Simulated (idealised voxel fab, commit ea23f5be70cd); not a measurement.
You're looking at the process module voxel transistor to metal.
Cross-sectional view cut (width: 160 nm; square cell size: 5 nm).
In what follows, cross-sections appear as grids of square cells, described through bands that run from the top down, where every band is one or more rows of cells. Within each band entry, the heights of the top and of the bottom of the band appear first, in that order and in nm; the materials of the band then follow from left to right, each with its corresponding width in nm. The designation "edge to edge" on a single material indicates that it fills the band from edge to edge; the designation "empty" indicates empty space. Heads up on the height convention: 0 is the point under which the incoming wafer is all one material, and the lowest band has no bottom, it just keeps going down, like "0 nm and below". The two numbers in a width such as "30..40" mark its ends across the band: the first belongs to the top row of cells, the second to the bottom row, and from each row to the next the width moves by the same amount. What does "everything unchanged" mean for a step? It means no cell of the cross-section changed in that step. Heads up: "Closed void listing" only lists the empty pockets with no open path to the top that are 8 cells or more, and it writes them as width x height at distance, distance from the left edge, in nm. If you see something after the settings on a step's line, that's the simulator's own remark about that step. The optional step-line setting "overlay nm" applies to steps with a mask and quantifies how far to the right of its planned location the mask lay, a negative value indicating leftward placement.
### Steps in the process plan
1: RECEIVE, material Si
2: OXIDIZE, depth nm 5
3: CONFORMAL_DEP, material SiN, thk nm 15
4: DIRECTIONAL_DEP, material aC, thk nm 10
5: PATTERN, tone cover, mask id ACTIVE, material resist, width nm 125, thk nm 25, overlay nm 0
6: DIRECTIONAL_ETCH, etch materials aC, depth nm 10
7: STRIP, etch materials resist
8: DIRECTIONAL_ETCH, etch materials SiN, depth nm 15
9: DIRECTIONAL_ETCH, etch materials SiO2, depth nm 5
10: DIRECTIONAL_ETCH, etch materials Si, depth nm 20
11: STRIP, etch materials aC
12: FILL_DEP, material SiO2, thk nm 5
13: CMP, height nm 15
14: SELECTIVE_ETCH, etch materials SiO2, depth nm 15
15: STRIP, etch materials SiN
16: SELECTIVE_ETCH, etch materials SiO2, depth nm 5
17: OXIDIZE, depth nm 5
18: DIRECTIONAL_DEP, material polySi, thk nm 25
19: DIRECTIONAL_DEP, material SiCN, thk nm 15
20: MASKED_ETCH, tone cover, mask id GATE, width nm 35, etch materials SiCN, depth nm 25, overlay nm 0
21: MASKED_ETCH, tone cover, mask id GATE, width nm 35, etch materials polySi, depth nm 35, overlay nm 0
22: CONFORMAL_DEP, material SiN, thk nm 5
23: DIRECTIONAL_ETCH, etch materials SiN, depth nm 5
24: DIRECTIONAL_ETCH, etch materials SiO2, depth nm 5
25: DIRECTIONAL_ETCH, etch materials Si, depth nm 15
26: EPI, material pSi, thk nm 20
27: FILL_DEP, material SiO2, thk nm 10
28: CMP, height nm 20
29: STRIP, etch materials polySi
30: SELECTIVE_ETCH, etch materials SiO2, depth nm 5
31: CONFORMAL_DEP, material HfO2, thk nm 5
32: CONFORMAL_DEP, material TiN, thk nm 5
33: FILL_DEP, material W, thk nm 5
34: CMP, height nm 15
35: DIRECTIONAL_DEP, material SiO2, thk nm 10
36: DIRECTIONAL_DEP, material aC, thk nm 10
37: PATTERN, tone open, mask id CONTACT, material resist, width nm 20, pitch nm 95, thk nm 25, overlay nm 0
38: DIRECTIONAL_ETCH, etch materials aC, depth nm 10
39: STRIP, etch materials resist
40: DIRECTIONAL_ETCH, etch materials SiO2, depth nm 30
41: STRIP, etch materials aC
42: CONFORMAL_DEP, material TiN, thk nm 5
43: FILL_DEP, material Ru, thk nm 5
44: CMP, height nm 25
45: DIRECTIONAL_DEP, material TiN, thk nm 5
46: DIRECTIONAL_DEP, material W, thk nm 20
47: MASKED_ETCH, tone cover, mask id METAL_1, width nm 20, pitch nm 95, etch materials W, depth nm 20, overlay nm 0
48: MASKED_ETCH, tone cover, mask id METAL_1, width nm 20, pitch nm 95, etch materials TiN, depth nm 5, overlay nm 0
49: CONFORMAL_DEP, material SiCN, thk nm 5
50: FILL_DEP, material lowk, thk nm 10
51: CMP, height nm 50
52: CONFORMAL_DEP, material SiN, thk nm 5
### Cross-sectional view of the wafer in its as-received condition, corresponding to the state after step 1
    0 nm and below | Si edge to edge
    Closed void listing: none
### Post-module cross-section of the first of two wafers (run per plan)
    55 nm to 50 nm | SiN edge to edge
    50 nm to 30 nm | lowk (15)  SiCN (5)  W (20)  SiCN (5)  lowk (65)  SiCN (5)  W (20)  SiCN (5)  lowk (20)
    30 nm to 25 nm | SiCN (20)  TiN (20)  SiCN (75)  TiN (20)  SiCN (25)
    25 nm to 15 nm | SiO2 (20)  TiN (5)  Ru (10)  TiN (5)  SiO2 (75)  TiN (5)  Ru (10)  TiN (5)  SiO2 (25)
    15 nm to 10 nm | SiO2 (20)  TiN (5)  Ru (5)  TiN (10)  SiO2 (15)  SiN (5)  HfO2 (5)  TiN (5)  W (15)  TiN (5)  HfO2 (5)  SiN (5)  SiO2 (15)  TiN (10)  Ru (5)  TiN (5)  SiO2 (25)
    10 nm to 0 nm | SiO2 (20)  TiN (5)  Ru (5)  TiN (5)  pSi (20)  SiN (5)  HfO2 (5)  TiN (5)  W (15)  TiN (5)  HfO2 (5)  SiN (5)  pSi (20)  TiN (5)  Ru (5)  TiN (5)  SiO2 (25)
    0 nm to -5 nm | SiO2 (20)  TiN (15)  pSi (20)  SiN (5)  HfO2 (5)  TiN (25)  HfO2 (5)  SiN (5)  pSi (20)  TiN (15)  SiO2 (25)
    -5 nm to -10 nm | SiO2 (10)  pSi (45)  HfO2 (45)  pSi (45)  SiO2 (15)
    -10 nm to -25 nm | SiO2 (15)  pSi (40)  Si (45)  pSi (40)  SiO2 (20)
    -25 nm and below | Si edge to edge
    Closed void listing: none
### The second wafer, shown in cross-section after the module: started the same way as the first and given the same plan, yet one mistake crept into how it was run
    55 nm to 50 nm | SiN edge to edge
    50 nm to 30 nm | lowk (15)  SiCN (5)  W (20)  SiCN (5)  lowk (65)  SiCN (5)  W (20)  SiCN (5)  lowk (20)
    30 nm to 25 nm | SiCN (20)  TiN (20)  SiCN (75)  TiN (20)  SiCN (25)
    25 nm to 15 nm | SiO2 (20)  TiN (5)  Ru (10)  TiN (5)  SiO2 (75)  TiN (5)  Ru (10)  TiN (5)  SiO2 (25)
    15 nm to 0 nm | SiO2 (20)  TiN (5)  Ru (10)  TiN (5)  SiO2 (15)  SiN (5)  HfO2 (5)  TiN (5)  W (15)  TiN (5)  HfO2 (5)  SiN (5)  SiO2 (15)  TiN (5)  Ru (10)  TiN (5)  SiO2 (25)
    0 nm to -5 nm | SiO2 (20)  TiN (20)  SiO2 (15)  SiN (5)  HfO2 (5)  TiN (25)  HfO2 (5)  SiN (5)  SiO2 (15)  TiN (20)  SiO2 (25)
    -5 nm to -10 nm | pSi (20)  SiO2 (35)  HfO2 (45)  SiO2 (35)  pSi (25)
    -10 nm to -25 nm | pSi (15)  SiO2 (125)  pSi (20)
    -25 nm and below | Si edge to edge
    Closed void listing: none
Plan not followed: step 5 was processed under conditions differing from the plan, specifically as PATTERN, tone open, mask id ACTIVE, material resist, width nm 125, thk nm 25, overlay nm 0
Materials where the second wafer ends with more or fewer cells than the first: Ru +6; Si -27; SiO2 +81; pSi -60
